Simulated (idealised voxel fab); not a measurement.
voxel trench capacitor: a process module
The figure presents cross-section cut, which has a width of 245 nm and is divided into square cells with an edge length of 5 nm.
When this document writes out a cross-section, it uses a grid of square cells and lists it as bands, beginning at the top and moving down, with a band standing for one or more rows of cells.
Heads up on the band format: heights come first, top then bottom, in nm. After that it's the materials left to right, each with its width in nm. A single material flagged "all across" fills the whole band edge to edge, and "blank" means there's empty space there.
Heads up on the height convention: 0 is the point under which the incoming wafer is all one material, and the lowest band has no bottom, it just keeps going down, like "z 0 and below".
Note: "30->40" means the width goes from the first number (top row of the band) to the second number (bottom row) in equal steps per row of cells.
"identical to before" after a step means that no cell of the cross-section changed.
This entry, "Cavities, closed", enumerates those empty regions of no fewer than 8 cells that possess no open connection to the top. Each region is reported in the form width x height at distance, the distance being taken from the left edge, with all three quantities expressed in nm.
What comes after the settings on a step's line is commentary from the simulator itself on that step.
When a step includes a mask, the "overlay nm" setting on its line states how far to the right of its planned place that mask lay, and negative values state how far to the left.
# Process steps (planned)
1: RECEIVE (material Si)
2: CONFORMAL_DEP (material SiN; thk nm 5)
3: PATTERN (tone open; mask id TRENCH; material resist; width nm 25; pitch nm 50; thk nm 15; overlay nm 0)
4: DIRECTIONAL_ETCH (etch materials SiN; depth nm 5)
5: DIRECTIONAL_ETCH (etch materials Si; depth nm 40)
6: STRIP (etch materials resist)
7: CONFORMAL_DEP (material Al2O3; thk nm 5)
8: CONFORMAL_DEP (material TiN; thk nm 5)
9: FILL_DEP (material W; thk nm 10)
10: CMP (height nm 5)
# This is the cross-section of the wafer as we received it, i.e. after step 1
> z 0 and below: Si all across
> Cavities, closed: none
# End-of-module XS, first of two wafers, run as planned
> z 5 to 0: 85 of SiN / 5 of Al2O3 / 5 of TiN / 5 of W / 5 of TiN / 5 of Al2O3 / 25 of SiN / 5 of Al2O3 / 5 of TiN / 5 of W / 5 of TiN / 5 of Al2O3 / 85 of SiN
> z 0 to -30: 85 of Si / 5 of Al2O3 / 5 of TiN / 5 of W / 5 of TiN / 5 of Al2O3 / 25 of Si / 5 of Al2O3 / 5 of TiN / 5 of W / 5 of TiN / 5 of Al2O3 / 85 of Si
> z -30 to -35: 85 of Si / 5 of Al2O3 / 15 of TiN / 5 of Al2O3 / 25 of Si / 5 of Al2O3 / 15 of TiN / 5 of Al2O3 / 85 of Si
> z -35 to -40: 85 of Si / 25 of Al2O3 / 25 of Si / 25 of Al2O3 / 85 of Si
> z -40 and below: Si all across
> Cavities, closed: none
# What the second wafer looks like in cross-section once the module is done. Its start and its plan matched the first wafer's exactly; what differed was one mistake in how it was run
> z 5 to 0: 75 of W / 5 of TiN / 5 of Al2O3 / 25 of SiN / 5 of Al2O3 / 5 of TiN / 5 of W / 5 of TiN / 5 of Al2O3 / 25 of SiN / 5 of Al2O3 / 5 of TiN / 75 of W
> z 0 to -30: 75 of W / 5 of TiN / 5 of Al2O3 / 25 of Si / 5 of Al2O3 / 5 of TiN / 5 of W / 5 of TiN / 5 of Al2O3 / 25 of Si / 5 of Al2O3 / 5 of TiN / 75 of W
> z -30 to -35: 80 of TiN / 5 of Al2O3 / 25 of Si / 5 of Al2O3 / 15 of TiN / 5 of Al2O3 / 25 of Si / 5 of Al2O3 / 80 of TiN
> z -35 to -40: 85 of Al2O3 / 25 of Si / 25 of Al2O3 / 25 of Si / 85 of Al2O3
> z -40 and below: Si all across
> Cavities, closed: none
The mistake made against the process plan was this: off-plan run, step 3, actual operation and settings PATTERN (tone cover; mask id TRENCH; material resist; width nm 25; pitch nm 50; thk nm 15; overlay nm 0)
Count the cells at the end and the second wafer has more or fewer of some materials than the first: 29 more of Al2O3 | 232 fewer of Si | 29 fewer of SiN | 29 more of TiN | 203 more of W
